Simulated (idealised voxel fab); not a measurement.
The following is a process module called voxel self aligned contacts.
The cross-section shown here is cut; it is 220 nm wide and divided into square cells measuring 5 nm on a side.
The cross-sections in this document take the form of a grid made of square cells. They are written out as bands, in order from top to bottom. Each band consists of one or more rows of cells.
Read a band's entry like this: the first values are the height of its top and the height of its bottom in nm, and what follows is the sequence of materials from left to right, each with its width in nm. Note that "air" is empty space, and that a single material marked "throughout" reaches across the band from edge to edge.
The reference from which all heights are counted is 0, the level beneath which the as-received wafer is entirely one material; the lowest band, having no lower bound, proceeds downward and is written after the example "0 -> down".
A two-number width, for instance "30->40", indicates that the width is equal to the first number in the top row of the band and to the second number in the bottom row, and that it changes by a constant amount per row of cells.
Step marked "no change occurred"? Then no cell in the cross-section changed in it.
"Fully closed voids": empty spaces of 8 cells or more with no open way to the top, each given as width x height at distance, distance from the left edge, all in nm.
Post-settings text on a step line: simulator's own remark regarding the step.
overlay nm: mask offset rightward from planned place, masked step; negative means leftward offset.

[The steps planned for the process are as follows]
1. RECEIVE,material Si
2. CONFORMAL_DEP,material SiO2,thk nm 5
3. DIRECTIONAL_DEP,material polySi,thk nm 30
4. DIRECTIONAL_DEP,material SiN,thk nm 15
5. PATTERN,tone cover,mask id GATE,material resist,width nm 25,pitch nm 55,thk nm 20,overlay nm 0
6. DIRECTIONAL_ETCH,etch materials SiN,depth nm 15
7. DIRECTIONAL_ETCH,etch materials polySi,depth nm 30
8. STRIP,etch materials resist
9. CONFORMAL_DEP,material SiN,thk nm 5
10. DIRECTIONAL_ETCH,etch materials SiN,depth nm 5
11. FILL_DEP,material SiO2,thk nm 10
12. CMP,height nm 55
13. PATTERN,tone open,mask id CONTACT,material resist,width nm 40,pitch nm 55,thk nm 20,overlay nm 0
14. DIRECTIONAL_ETCH,etch materials SiO2,depth nm 55
15. STRIP,etch materials resist
16. CONFORMAL_DEP,material TiN,thk nm 5
17. FILL_DEP,material W,thk nm 5
18. CMP,height nm 55
19. CONFORMAL_DEP,material SiCN,thk nm 5

[On the first of the two wafers: run conducted according to plan]

[Cross-section: wafer on arrival = after step 1]
	0 -> down = Si throughout
	Fully closed voids: none

[So this is the wafer cross-section right after step 2]
	5 -> 0 = SiO2 throughout
	Below 0, no change.

[So this is the wafer cross-section right after step 3]
	35 -> 5 = polySi throughout
	Below 5, no change.

[So this is the wafer cross-section right after step 4]
	50 -> 35 = SiN throughout
	Below 35, no change.

[So this is the wafer cross-section right after step 5]
	70 -> 50 = air=40, then resist=25, then air=30, then resist=25, then air=30, then resist=25, then air=45
	Below 50, no change.

[So this is the wafer cross-section right after step 6]
	70 -> 50 = air=40, then resist=25, then air=30, then resist=25, then air=30, then resist=25, then air=45
	50 -> 35 = air=40, then SiN=25, then air=30, then SiN=25, then air=30, then SiN=25, then air=45
	Below 35, no change.

[So this is the wafer cross-section right after step 7]
	70 -> 50 = air=40, then resist=25, then air=30, then resist=25, then air=30, then resist=25, then air=45
	50 -> 35 = air=40, then SiN=25, then air=30, then SiN=25, then air=30, then SiN=25, then air=45
	35 -> 5 = air=40, then polySi=25, then air=30, then polySi=25, then air=30, then polySi=25, then air=45
	Below 5, no change.

[So this is the wafer cross-section right after step 8]
	50 -> 35 = air=40, then SiN=25, then air=30, then SiN=25, then air=30, then SiN=25, then air=45
	Below 35, no change.

[So this is the wafer cross-section right after step 9]
	55 -> 35 = air=35, then SiN=35, then air=20, then SiN=35, then air=20, then SiN=35, then air=40
	35 -> 10 = air=35, then SiN=5, then polySi=25, then SiN=5, then air=20, then SiN=5, then polySi=25, then SiN=5, then air=20, then SiN=5, then polySi=25, then SiN=5, then air=40
	10 -> 5 = SiN=40, then polySi=25, then SiN=30, then polySi=25, then SiN=30, then polySi=25, then SiN=45
	Below 5, no change.

[So this is the wafer cross-section right after step 10]
	50 -> 35 = air=35, then SiN=35, then air=20, then SiN=35, then air=20, then SiN=35, then air=40
	35 -> 5 = air=35, then SiN=5, then polySi=25, then SiN=5, then air=20, then SiN=5, then polySi=25, then SiN=5, then air=20, then SiN=5, then polySi=25, then SiN=5, then air=40
	Below 5, no change.

[So this is the wafer cross-section right after step 11]
	60 -> 50 = SiO2 throughout
	50 -> 35 = SiO2=35, then SiN=35, then SiO2=20, then SiN=35, then SiO2=20, then SiN=35, then SiO2=40
	35 -> 5 = SiO2=35, then SiN=5, then polySi=25, then SiN=5, then SiO2=20, then SiN=5, then polySi=25, then SiN=5, then SiO2=20, then SiN=5, then polySi=25, then SiN=5, then SiO2=40
	Below 5, no change.

[So this is the wafer cross-section right after step 12]
	55 -> 50 = SiO2 throughout
	Below 50, no change.

[So this is the wafer cross-section right after step 13]
	75 -> 55 = resist=60, then air=40, then resist=15, then air=40, then resist=65
	Below 55, no change.

[So this is the wafer cross-section right after step 14]
	75 -> 55 = resist=60, then air=40, then resist=15, then air=40, then resist=65
	55 -> 50 = SiO2=60, then air=40, then SiO2=15, then air=40, then SiO2=65
	50 -> 35 = SiO2=35, then SiN=35, then air=20, then SiN=35, then air=20, then SiN=35, then SiO2=40
	35 -> 5 = SiO2=35, then SiN=5, then polySi=25, then SiN=5, then air=20, then SiN=5, then polySi=25, then SiN=5, then air=20, then SiN=5, then polySi=25, then SiN=5, then SiO2=40
	5 -> 0 = SiO2=70, then air=20, then SiO2=35, then air=20, then SiO2=75
	Below 0, no change.

[So this is the wafer cross-section right after step 15]
	55 -> 50 = SiO2=60, then air=40, then SiO2=15, then air=40, then SiO2=65
	Below 50, no change.

[So this is the wafer cross-section right after step 16]
	60 -> 55 = TiN=65, then air=30, then TiN=25, then air=30, then TiN=70
	55 -> 50 = SiO2=60, then TiN=15, then air=10, then TiN=15, then SiO2=15, then TiN=15, then air=10, then TiN=15, then SiO2=65
	50 -> 35 = SiO2=35, then SiN=35, then TiN=5, then air=10, then TiN=5, then SiN=35, then TiN=5, then air=10, then TiN=5, then SiN=35, then SiO2=40
	35 -> 5 = SiO2=35, then SiN=5, then polySi=25, then SiN=5, then TiN=5, then air=10, then TiN=5, then SiN=5, then polySi=25, then SiN=5, then TiN=5, then air=10, then TiN=5, then SiN=5, then polySi=25, then SiN=5, then SiO2=40
	5 -> 0 = SiO2=70, then TiN=20, then SiO2=35, then TiN=20, then SiO2=75
	Below 0, no change.

[So this is the wafer cross-section right after step 17]
	65 -> 60 = W throughout
	60 -> 55 = TiN=65, then W=30, then TiN=25, then W=30, then TiN=70
	55 -> 50 = SiO2=60, then TiN=15, then W=10, then TiN=15, then SiO2=15, then TiN=15, then W=10, then TiN=15, then SiO2=65
	50 -> 35 = SiO2=35, then SiN=35, then TiN=5, then W=10, then TiN=5, then SiN=35, then TiN=5, then W=10, then TiN=5, then SiN=35, then SiO2=40
	35 -> 5 = SiO2=35, then SiN=5, then polySi=25, then SiN=5, then TiN=5, then W=10, then TiN=5, then SiN=5, then polySi=25, then SiN=5, then TiN=5, then W=10, then TiN=5, then SiN=5, then polySi=25, then SiN=5, then SiO2=40
	Below 5, no change.

[So this is the wafer cross-section right after step 18]
	55 -> 50 = SiO2=60, then TiN=15, then W=10, then TiN=15, then SiO2=15, then TiN=15, then W=10, then TiN=15, then SiO2=65
	Below 50, no change.

[So this is the wafer cross-section right after step 19]
	60 -> 55 = SiCN throughout
	Below 55, no change.

[For the second wafer, take the first wafer's start and plan, then add one mistake made in running it; everything through step 2, that step included, is shared with the first]

[Second wafer: cross-section at the scheduled end of step 3]
	45 -> 5 = polySi throughout
	Below 5, no change.

[Second wafer: cross-section at the scheduled end of step 4]
	60 -> 45 = SiN throughout
	Below 45, no change.

[Second wafer: cross-section at the scheduled end of step 5]
	80 -> 60 = air=40, then resist=25, then air=30, then resist=25, then air=30, then resist=25, then air=45
	Below 60, no change.

[Second wafer: cross-section at the scheduled end of step 6]
	80 -> 60 = air=40, then resist=25, then air=30, then resist=25, then air=30, then resist=25, then air=45
	60 -> 45 = air=40, then SiN=25, then air=30, then SiN=25, then air=30, then SiN=25, then air=45
	Below 45, no change.

[Second wafer: cross-section at the scheduled end of step 7]
	80 -> 60 = air=40, then resist=25, then air=30, then resist=25, then air=30, then resist=25, then air=45
	60 -> 45 = air=40, then SiN=25, then air=30, then SiN=25, then air=30, then SiN=25, then air=45
	45 -> 15 = air=40, then polySi=25, then air=30, then polySi=25, then air=30, then polySi=25, then air=45
	Below 15, no change.

[Second wafer: cross-section at the scheduled end of step 8]
	60 -> 45 = air=40, then SiN=25, then air=30, then SiN=25, then air=30, then SiN=25, then air=45
	Below 45, no change.

[Second wafer: cross-section at the scheduled end of step 9]
	65 -> 45 = air=35, then SiN=35, then air=20, then SiN=35, then air=20, then SiN=35, then air=40
	45 -> 20 = air=35, then SiN=5, then polySi=25, then SiN=5, then air=20, then SiN=5, then polySi=25, then SiN=5, then air=20, then SiN=5, then polySi=25, then SiN=5, then air=40
	20 -> 15 = SiN=40, then polySi=25, then SiN=30, then polySi=25, then SiN=30, then polySi=25, then SiN=45
	Below 15, no change.

[Second wafer: cross-section at the scheduled end of step 10]
	60 -> 45 = air=35, then SiN=35, then air=20, then SiN=35, then air=20, then SiN=35, then air=40
	45 -> 15 = air=35, then SiN=5, then polySi=25, then SiN=5, then air=20, then SiN=5, then polySi=25, then SiN=5, then air=20, then SiN=5, then polySi=25, then SiN=5, then air=40
	Below 15, no change.

[Second wafer: cross-section at the scheduled end of step 11]
	70 -> 60 = SiO2 throughout
	60 -> 45 = SiO2=35, then SiN=35, then SiO2=20, then SiN=35, then SiO2=20, then SiN=35, then SiO2=40
	45 -> 15 = SiO2=35, then SiN=5, then polySi=25, then SiN=5, then SiO2=20, then SiN=5, then polySi=25, then SiN=5, then SiO2=20, then SiN=5, then polySi=25, then SiN=5, then SiO2=40
	Below 15, no change.

[Second wafer: cross-section at the scheduled end of step 12]
	55 -> 45 = SiO2=35, then SiN=35, then SiO2=20, then SiN=35, then SiO2=20, then SiN=35, then SiO2=40
	Below 45, no change.

[Second wafer: cross-section at the scheduled end of step 13]
	75 -> 55 = resist=60, then air=40, then resist=15, then air=40, then resist=65
	Below 55, no change.

[Second wafer: cross-section at the scheduled end of step 14]
	75 -> 55 = resist=60, then air=40, then resist=15, then air=40, then resist=65
	55 -> 45 = SiO2=35, then SiN=35, then air=20, then SiN=35, then air=20, then SiN=35, then SiO2=40
	45 -> 15 = SiO2=35, then SiN=5, then polySi=25, then SiN=5, then air=20, then SiN=5, then polySi=25, then SiN=5, then air=20, then SiN=5, then polySi=25, then SiN=5, then SiO2=40
	Below 15, no change.

[Second wafer: cross-section at the scheduled end of step 15]
	55 -> 45 = SiO2=35, then SiN=35, then air=20, then SiN=35, then air=20, then SiN=35, then SiO2=40
	Below 45, no change.

[Second wafer: cross-section at the scheduled end of step 16]
	60 -> 55 = TiN=75, then air=10, then TiN=45, then air=10, then TiN=80
	55 -> 45 = SiO2=35, then SiN=35, then TiN=5, then air=10, then TiN=5, then SiN=35, then TiN=5, then air=10, then TiN=5, then SiN=35, then SiO2=40
	45 -> 20 = SiO2=35, then SiN=5, then polySi=25, then SiN=5, then TiN=5, then air=10, then TiN=5, then SiN=5, then polySi=25, then SiN=5, then TiN=5, then air=10, then TiN=5, then SiN=5, then polySi=25, then SiN=5, then SiO2=40
	20 -> 15 = SiO2=35, then SiN=5, then polySi=25, then SiN=5, then TiN=20, then SiN=5, then polySi=25, then SiN=5, then TiN=20, then SiN=5, then polySi=25, then SiN=5, then SiO2=40
	Below 15, no change.

[Second wafer: cross-section at the scheduled end of step 17]
	65 -> 60 = W throughout
	60 -> 55 = TiN=75, then W=10, then TiN=45, then W=10, then TiN=80
	55 -> 45 = SiO2=35, then SiN=35, then TiN=5, then W=10, then TiN=5, then SiN=35, then TiN=5, then W=10, then TiN=5, then SiN=35, then SiO2=40
	45 -> 20 = SiO2=35, then SiN=5, then polySi=25, then SiN=5, then TiN=5, then W=10, then TiN=5, then SiN=5, then polySi=25, then SiN=5, then TiN=5, then W=10, then TiN=5, then SiN=5, then polySi=25, then SiN=5, then SiO2=40
	Below 20, no change.

[Second wafer: cross-section at the scheduled end of step 18]
	55 -> 45 = SiO2=35, then SiN=35, then TiN=5, then W=10, then TiN=5, then SiN=35, then TiN=5, then W=10, then TiN=5, then SiN=35, then SiO2=40
	Below 45, no change.

[Second wafer: cross-section at the scheduled end of step 19]
	60 -> 55 = SiCN throughout
	Below 55, no change.
The plan and the run diverged here: step 3 did not use the planned setting and instead ran as DIRECTIONAL_DEP,material polySi,thk nm 40
In the final state, the cell counts of the second wafer exceed or fall short of those of the first for the following materials: 21 fewer of SiN; 35 fewer of SiO2; 20 fewer of TiN; 12 fewer of W; 88 more of polySi
